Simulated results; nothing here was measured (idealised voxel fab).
The process module presented herein is designated voxel fin reveal.
In the cross-section labelled cut, the width is 215 nm and each square cell is 5 nm.
The cross-sections in this document take the form of a grid made of square cells. They are written out as bands, in order from top to bottom. Each band consists of one or more rows of cells.
Heights first: top, then bottom, in nm. Then materials, left to right, each with a width in nm. "edge to edge" on a single material: fills the band edge to edge. "air": empty space.
Heights from 0 (as-received wafer is one material below). Bottom band endless downward, as "top 0, no bottom".
Graded width ("30->40"): value in top row of band = first number; value in bottom row = second number; row-to-row change constant.
"no modification", as given for a step, is the statement that not any cell of the cross-section underwent a change during that step.
In "Trapped voids" the enclosed voids are listed, meaning empty spaces of 8 cells or larger without any opening to the top. The form is width x height at distance, distance from the left edge, units nm.
Post-settings text on a step line: simulator's own remark regarding the step.
"overlay nm" answers the question of how far to the right of plan the mask lay on a step that has a mask, and when it is negative the answer is to the left.

### Set out below are the planned steps of the process
step 1: RECEIVE (material Si)
step 2: CONFORMAL_DEP (material SiN; thk nm 10)
step 3: MASKED_ETCH (tone cover; mask id FINS; width nm 15; pitch nm 45; etch materials SiN; depth nm 10; overlay nm 0)
step 4: MASKED_ETCH (tone cover; mask id FINS; width nm 15; pitch nm 45; etch materials Si; depth nm 30; overlay nm 0)
step 5: OXIDIZE (depth nm 5)
step 6: FILL_DEP (material SiO2; thk nm 15)
step 7: CMP (height nm 10)
step 8: SELECTIVE_ETCH (etch materials SiO2; depth nm 20)
step 9: STRIP (etch materials SiN)

### as received, after step 1
	top 0, no bottom | Si edge to edge
	Trapped voids: none

### The first of two wafers, cross-sectioned at the end of the module, with the run proceeding as planned
	top 0, bottom -10 | air: 80 | Si: 5 | air: 40 | Si: 5 | air: 85
	top -10, bottom -35 | SiO2: 80 | Si: 5 | SiO2: 40 | Si: 5 | SiO2: 85
	top -35, no bottom | Si edge to edge
	Trapped voids: none

### Module end: cross-section of wafer two of two. Same start and process plan as the first wafer. One mistake during execution
	top 0, bottom -10 | air: 80->70 | Si: 5->15 | air: 40->30 | Si: 5->15 | air: 85
	top -10, bottom -35 | SiO2: 70 | Si: 15 | SiO2: 30 | Si: 15 | SiO2: 85
	top -35, no bottom | Si edge to edge
	Trapped voids: none
Run error: step 4 ran with different settings than intended, the actual operation and settings being MASKED_ETCH (tone cover; mask id FINS; width nm 15; pitch nm 45; etch materials Si; depth nm 30; overlay nm -10)
Count the cells at the end and the second wafer has more or fewer of some materials than the first: +24 Si, -20 SiO2
